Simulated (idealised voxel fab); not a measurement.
Module name: voxel capacitor over wiring (process module)
In the cross-section labelled cut, the width is 205 nm and each square cell is 5 nm.
For the purposes of this document, a cross-section shall be understood as a grid of square cells, specified as bands listed in top-to-bottom order, each band consisting of one or more rows of cells. This entry defines a band. It first specifies the height of the band's top and the height of its bottom in nm, and then specifies the band's materials from left to right, stating each material with its width in nm. The word "throughout" identifies a single material that fills the band from edge to edge, while the word "air" identifies empty space. Heights are measured from 0, the level below which the as-received wafer is all one material; the lowest band has no bottom and continues downward, written as in "top 0, no bottom". A two-number width, for instance "30..40", indicates that the width is equal to the first number in the top row of the band and to the second number in the bottom row, and that it changes by a constant amount per row of cells. The cross-section has no changed cell in any step marked "changes: none". "Cavities, sealed" contains a list of empty spaces, each no smaller than 8 cells and without an open way to the top, written in the form width x height at distance with the distance from the left edge and all three in nm. That trailing text on a step's line, after the settings, is the simulator's own remark on the step. The setting "overlay nm" may be written on the line of a step. When the step uses a mask, the value reports how far to the right of the planned place the mask lay, and a negative value reports that it lay to the left.

Process steps (planned):
- 1: RECEIVE, material Si
- 2: CONFORMAL_DEP, material SiO2, thk nm 5
- 3: CONFORMAL_DEP, material SiN, thk nm 5
- 4: DIRECTIONAL_DEP, material lowk, thk nm 20
- 5: DIRECTIONAL_DEP, material aC, thk nm 10
- 6: PATTERN, tone open, mask id METAL_1, material resist, width nm 20, pitch nm 70, thk nm 25, overlay nm 0
- 7: DIRECTIONAL_ETCH, etch materials aC, depth nm 10
- 8: STRIP, etch materials resist
- 9: DIRECTIONAL_ETCH, etch materials lowk, depth nm 20
- 10: DIRECTIONAL_ETCH, etch materials SiN, depth nm 5
- 11: STRIP, etch materials aC
- 12: CONFORMAL_DEP, material TiN, thk nm 5
- 13: FILL_DEP, material Cu, thk nm 10
- 14: CMP, height nm 35
- 15: CONFORMAL_DEP, material SiCN, thk nm 5
- 16: DIRECTIONAL_DEP, material SiO2, thk nm 15
- 17: DIRECTIONAL_DEP, material aC, thk nm 15
- 18: PATTERN, tone open, mask id PLUG_1, material resist, width nm 15, thk nm 30, overlay nm 0
- 19: DIRECTIONAL_ETCH, etch materials aC, depth nm 15
- 20: STRIP, etch materials resist
- 21: DIRECTIONAL_ETCH, etch materials SiO2, depth nm 15
- 22: DIRECTIONAL_ETCH, etch materials SiCN, depth nm 5
- 23: STRIP, etch materials aC
- 24: EPI, material Ru, thk nm 10
- 25: EPI, material Ru, thk nm 10
- 26: DIRECTIONAL_DEP, material TiN, thk nm 10
- 27: DIRECTIONAL_DEP, material SiN, thk nm 5
- 28: DIRECTIONAL_DEP, material TiN, thk nm 10
- 29: DIRECTIONAL_DEP, material aC, thk nm 15
- 30: PATTERN, tone cover, mask id UPPER_PLATE, material resist, width nm 55, thk nm 35, overlay nm 0
- 31: DIRECTIONAL_ETCH, etch materials aC, depth nm 15
- 32: STRIP, etch materials resist
- 33: DIRECTIONAL_ETCH, etch materials TiN, depth nm 10
- 34: DIRECTIONAL_ETCH, etch materials SiN, depth nm 5
- 35: STRIP, etch materials aC
- 36: MASKED_ETCH, tone cover, mask id LOWER_PLATE, width nm 65, etch materials TiN, depth nm 10, overlay nm 0
- 37: FILL_DEP, material SiO2, thk nm 20
- 38: CMP, height nm 95
- 39: MASKED_ETCH, tone open, mask id PLUG_2, width nm 15, etch materials SiO2, depth nm 15, overlay nm 0
- 40: CONFORMAL_DEP, material TiN, thk nm 5
- 41: FILL_DEP, material Cu, thk nm 5
- 42: CMP, height nm 95
- 43: CONFORMAL_DEP, material SiCN, thk nm 5
All wafers enter the flow in the same state. The thk nm at step 2 differs from wafer to wafer, and the plan gives the value for the first wafer.

The first of several wafers as received, shown in cross-section; this is its state after step 1:
- top 0, no bottom | Si throughout
- Cavities, sealed: none

Table: wafers, a row each; end-of-module cell change per material since receipt, gain (+), loss (-); then closed voids:
thk nm 5; +22 Cu; +12 Ru; +79 SiCN; +44 SiN; +415 SiO2; +116 TiN; +132 lowk; Cavities, sealed: none
thk nm 10; +18 Cu; +12 Ru; +79 SiCN; +44 SiN; +456 SiO2; +79 TiN; +132 lowk; Cavities, sealed: none
thk nm 15; +14 Cu; +12 Ru; +79 SiCN; +44 SiN; +497 SiO2; +75 TiN; +99 lowk; Cavities, sealed: none
thk nm 20; +10 Cu; +12 Ru; +79 SiCN; +44 SiN; +538 SiO2; +71 TiN; +66 lowk; Cavities, sealed: none
thk nm 25; +6 Cu; +12 Ru; +79 SiCN; +44 SiN; +579 SiO2; +67 TiN; +33 lowk; Cavities, sealed: none
